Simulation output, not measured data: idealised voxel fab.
process module | voxel trench capacitor
cross-section cut | 210 nm wide | cells 5 nm
A cross-section is a grid of square cells, given in bands from the top down. A band is one or more rows of cells.
Each band's line starts with the height of the band's top and of its bottom, in nm. Then come its materials from left to right, each with its width in nm. One material with "throughout" fills the band from edge to edge. "air" is empty space.
Height 0 is the level under which the wafer as received is all one material. The lowest band goes on downwards, as in "0 down".
A width such as "30 to 40" changes by the same amount from each row of cells to the next, from the band's top row to its bottom row.
"no change" after a step means that no cell of the cross-section changed.
closed voids: empty space of 8 cells or more with no open way to the top, each as width x height at its distance from the left edge, in nm
after a step's settings: what the simulator itself notes on the step
overlay nm, on a step with a mask: how far to the right of its planned place the mask lay; to the left if negative
plan
1 op RECEIVE | material Si
2 op CONFORMAL_DEP | material SiN | thk nm 10
3 op DIRECTIONAL_DEP | material aC | thk nm 10
4 op PATTERN | tone open | mask id TRENCH | material resist | width nm 25 | pitch nm 50 | thk nm 25 | overlay nm 0
5 op DIRECTIONAL_ETCH | etch materials aC | depth nm 10
6 op STRIP | etch materials resist
7 op DIRECTIONAL_ETCH | etch materials SiN | depth nm 10
8 op DIRECTIONAL_ETCH | etch materials Si | depth nm 30
9 op STRIP | etch materials aC
10 op CONFORMAL_DEP | material SiO2 | thk nm 5
11 op FILL_DEP | material polySi | thk nm 5
12 op CMP | height nm 10
as received, after step 1
  0 down: Si throughout
  closed voids: none
a wafer at the end: this start, this plan, one mistake
  5 to 0: SiN 15 | SiO2 5 | polySi 15 | SiO2 5 | SiN 25 | SiO2 5 | polySi 15 | SiO2 5 | SiN 25 | SiO2 5 | polySi 15 | SiO2 5 | SiN 25 | SiO2 5 | polySi 15 | SiO2 5 | SiN 20
  0 to -25: Si 15 | SiO2 5 | polySi 15 | SiO2 5 | Si 25 | SiO2 5 | polySi 15 | SiO2 5 | Si 25 | SiO2 5 | polySi 15 | SiO2 5 | Si 25 | SiO2 5 | polySi 15 | SiO2 5 | Si 20
  -25 to -30: Si 15 | SiO2 25 | Si 25 | SiO2 25 | Si 25 | SiO2 25 | Si 25 | SiO2 25 | Si 20
  -30 down: Si throughout
  closed voids: none
what went wrong: step 12 ran as: op CMP | height nm 5
